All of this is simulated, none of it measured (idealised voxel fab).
Herein follows the process module entitled voxel double patterning.
Section cut is 195 nm wide and gridded with 5 nm square cells.
Bands, listed from the top down, are how a cross-section gets written in this document; the cross-section itself is a grid of square cells, and a band is one or more rows of them.
In this notation a band is specified by the heights of its top and bottom, in that order and in nm, after which its materials appear from left to right, each paired with its width in nm. The word "everywhere" attached to a single material means that material fills the band from edge to edge; the word "air" stands for empty space.
Height is counted from the level 0, under which the received wafer is composed throughout of one material. The lowest of the bands is not closed at the bottom but continues downward, in the notation "0 -> down".
The width entry "30->40" should be interpreted row by row: the top row of cells in the band takes the first number, the bottom row takes the second number, and the change between adjacent rows is uniform throughout.
Step note "no alteration" = no cross-section cell changed.
Entry "Enclosed cavity list" = empty spaces >= 8 cells with no open way to the top; each as width x height at distance, distance from left edge, all nm.
It should be noted that, on the line of a given step, the content following the step's settings is a remark produced by the simulator itself with respect to that step.
A step line may carry the setting "overlay nm", which, for steps involving a mask, states the distance by which the mask lay to the right of its intended position; negative values denote displacement to the left.

### Listed below are the process steps as planned
| 1 | RECEIVE, material Si |
| 2 | CONFORMAL_DEP, material SiN, thk nm 5 |
| 3 | DIRECTIONAL_DEP, material SiO2, thk nm 15 |
| 4 | DIRECTIONAL_DEP, material SiCN, thk nm 5 |
| 5 | MASKED_ETCH, tone open, mask id FIRST, width nm 15, pitch nm 50, etch materials SiCN, depth nm 5, overlay nm 0 |
| 6 | PATTERN, tone open, mask id SECOND, material resist, width nm 15, pitch nm 50, thk nm 15, overlay nm 0 |
| 7 | DIRECTIONAL_ETCH, etch materials SiCN, depth nm 5 |
| 8 | STRIP, etch materials resist |
| 9 | DIRECTIONAL_ETCH, etch materials SiO2, depth nm 15 |
| 10 | STRIP, etch materials SiCN |
Every wafer here starts from the same state; it is the step 5 width nm that distinguishes them, and the value the plan gives belongs to the first wafer.

### First of several wafers, received after step 1, in cross-section
    0 -> down: Si everywhere
    Enclosed cavity list: none

### Take a look at the first of several wafers in cross-section: the module is done, and step 10 was its last step
    20 -> 5: 40 nm SiO2; 15 nm air; 10 nm SiO2; 15 nm air; 10 nm SiO2; 15 nm air; 10 nm SiO2; 15 nm air; 10 nm SiO2; 15 nm air; 40 nm SiO2
    5 -> 0: SiN everywhere
    0 -> down: Si everywhere
    Enclosed cavity list: none

### X-section, last wafer, module end
    20 -> 5: 35 nm SiO2; 45 nm air; 5 nm SiO2; 45 nm air; 5 nm SiO2; 30 nm air; 30 nm SiO2
    5 -> 0: SiN everywhere
    0 -> down: Si everywhere
    Enclosed cavity list: none

### wafer rows; end of module; cells per material since receipt: (+) gained, (-) lost; then closed voids
width nm 15, +39 SiN, +72 SiO2, Enclosed cavity list: none
width nm 20, +39 SiN, +63 SiO2, Enclosed cavity list: none
width nm 25, +39 SiN, +54 SiO2, Enclosed cavity list: none
width nm 30, +39 SiN, +45 SiO2, Enclosed cavity list: none
